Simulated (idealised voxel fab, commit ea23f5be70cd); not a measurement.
The document below concerns the process module designated voxel wiring stack.
In the cross-section labelled cut, the width is 240 nm and each square cell is 5 nm.
For the purposes of this document, a cross-section shall be understood as a grid of square cells, specified as bands listed in top-to-bottom order, each band consisting of one or more rows of cells. Look at the band entry: it leads with the top's height and the bottom's height in nm. Then it lists the materials left to right, with a width in nm for each. The word "everywhere" on a single material says that material fills the band edge to edge. The word "blank" is empty space. The level at which height equals 0 is the one under which the wafer, as it arrives, is entirely one material. No lower edge exists for the bottom band, which continues downward and is notated as in "0..down". So if you see something like "30->40" for the width, read it as the top row of the band sitting at the first number and the bottom row at the second, with every row in between moving by the same amount as the last. Reading "no modifications" for a step: not a cell of the cross-section changed in it. Entry "Sealed void listing" = empty spaces >= 8 cells with no open way to the top; each as width x height at distance, distance from left edge, all nm. Text after the settings on a step's line: the simulator's own remark on that step. When a step includes a mask, the "overlay nm" setting on its line states how far to the right of its planned place that mask lay, and negative values state how far to the left.

[The following list gives the planned process steps]
1 RECEIVE: material Si
2 CONFORMAL_DEP: material SiO2, thk nm 15
3 DIRECTIONAL_DEP: material TiN, thk nm 5
4 DIRECTIONAL_DEP: material W, thk nm 20
5 DIRECTIONAL_DEP: material aC, thk nm 15
6 PATTERN: tone cover, mask id METAL_1, material resist, width nm 20, pitch nm 40, thk nm 35, overlay nm 0
7 DIRECTIONAL_ETCH: etch materials aC, depth nm 15
8 STRIP: etch materials resist
9 DIRECTIONAL_ETCH: etch materials W, depth nm 20
10 DIRECTIONAL_ETCH: etch materials TiN, depth nm 5
11 STRIP: etch materials aC
12 CONFORMAL_DEP: material SiCN, thk nm 5
13 FILL_DEP: material lowk, thk nm 5
14 CMP: height nm 40
15 CONFORMAL_DEP: material SiCN, thk nm 5
16 DIRECTIONAL_DEP: material lowk, thk nm 20
17 DIRECTIONAL_DEP: material aC, thk nm 15
18 PATTERN: tone open, mask id PLUG_1, material resist, width nm 15, pitch nm 40, thk nm 30, overlay nm 0
19 DIRECTIONAL_ETCH: etch materials aC, depth nm 15
20 STRIP: etch materials resist
21 DIRECTIONAL_ETCH: etch materials lowk, depth nm 20
22 DIRECTIONAL_ETCH: etch materials SiCN, depth nm 5
23 STRIP: etch materials aC
24 EPI: material Ru, thk nm 10
25 EPI: material Ru, thk nm 10
26 EPI: material Ru, thk nm 5
27 DIRECTIONAL_DEP: material TiN, thk nm 5
28 DIRECTIONAL_DEP: material Ru, thk nm 15
29 DIRECTIONAL_DEP: material aC, thk nm 10
30 PATTERN: tone cover, mask id METAL_2, material resist, width nm 20, pitch nm 40, thk nm 30, overlay nm 0
31 DIRECTIONAL_ETCH: etch materials aC, depth nm 10
32 STRIP: etch materials resist
33 DIRECTIONAL_ETCH: etch materials Ru, depth nm 15
34 DIRECTIONAL_ETCH: etch materials TiN, depth nm 5
35 STRIP: etch materials aC
36 FILL_DEP: material SiO2, thk nm 10
37 CMP: height nm 85
38 CONFORMAL_DEP: material SiN, thk nm 5

[Cross-section of the wafer at receipt, which is the condition after step 1]
	0..down  Si everywhere
	Sealed void listing: none

[Looking at the first of two wafers in cross-section at end of module - ran to plan]
	90..85  SiN everywhere
	85..70  SiO2=50  Ru=20  SiO2=20  Ru=20  SiO2=20  Ru=20  SiO2=20  Ru=20  SiO2=50
	70..65  SiO2=50  TiN=20  SiO2=20  TiN=20  SiO2=20  TiN=20  SiO2=20  TiN=20  SiO2=50
	65..45  lowk=50  Ru=15  lowk=25  Ru=15  lowk=25  Ru=15  lowk=25  Ru=15  lowk=55
	45..40  SiCN=50  Ru=15  SiCN=25  Ru=15  SiCN=25  Ru=15  SiCN=25  Ru=15  SiCN=55
	40..20  lowk=45  SiCN=5  W=20  SiCN=5  lowk=10  SiCN=5  W=20  SiCN=5  lowk=10  SiCN=5  W=20  SiCN=5  lowk=10  SiCN=5  W=20  SiCN=5  lowk=45
	20..15  SiCN=50  TiN=20  SiCN=20  TiN=20  SiCN=20  TiN=20  SiCN=20  TiN=20  SiCN=50
	15..0  SiO2 everywhere
	0..down  Si everywhere
	Sealed void listing: none

[This cross-section belongs to the second wafer of two at the end of the module; the start and the plan were shared with the first, and the run included one mistake]
	90..85  SiN everywhere
	85..70  SiO2=50  Ru=20  SiO2=20  Ru=20  SiO2=20  Ru=20  SiO2=20  Ru=20  SiO2=50
	70..65  SiO2=50  TiN=20  SiO2=20  TiN=20  SiO2=20  TiN=20  SiO2=20  TiN=20  SiO2=50
	65..45  lowk=50  Ru=15  lowk=25  Ru=15  lowk=25  Ru=15  lowk=25  Ru=15  lowk=55
	45..40  SiCN=50  Ru=15  SiCN=25  Ru=15  SiCN=25  Ru=15  SiCN=25  Ru=15  SiCN=55
	40..30  lowk=45  SiCN=5  W=20  SiCN=5  lowk=10  SiCN=5  W=20  SiCN=5  lowk=10  SiCN=5  W=20  SiCN=5  lowk=10  SiCN=5  W=20  SiCN=5  lowk=45
	30..25  SiCN=50  TiN=20  SiCN=20  TiN=20  SiCN=20  TiN=20  SiCN=20  TiN=20  SiCN=50
	25..15  TiN everywhere
	15..0  SiO2 everywhere
	0..down  Si everywhere
	Sealed void listing: none
what went wrong: contrary to plan, step 3 was performed as DIRECTIONAL_DEP: material TiN, thk nm 15
Per the end-of-run cell counts, the second wafer holds more or fewer of some materials than the first: SiCN: 16 fewer; TiN: 96 more; W: 32 fewer; lowk: 48 fewer
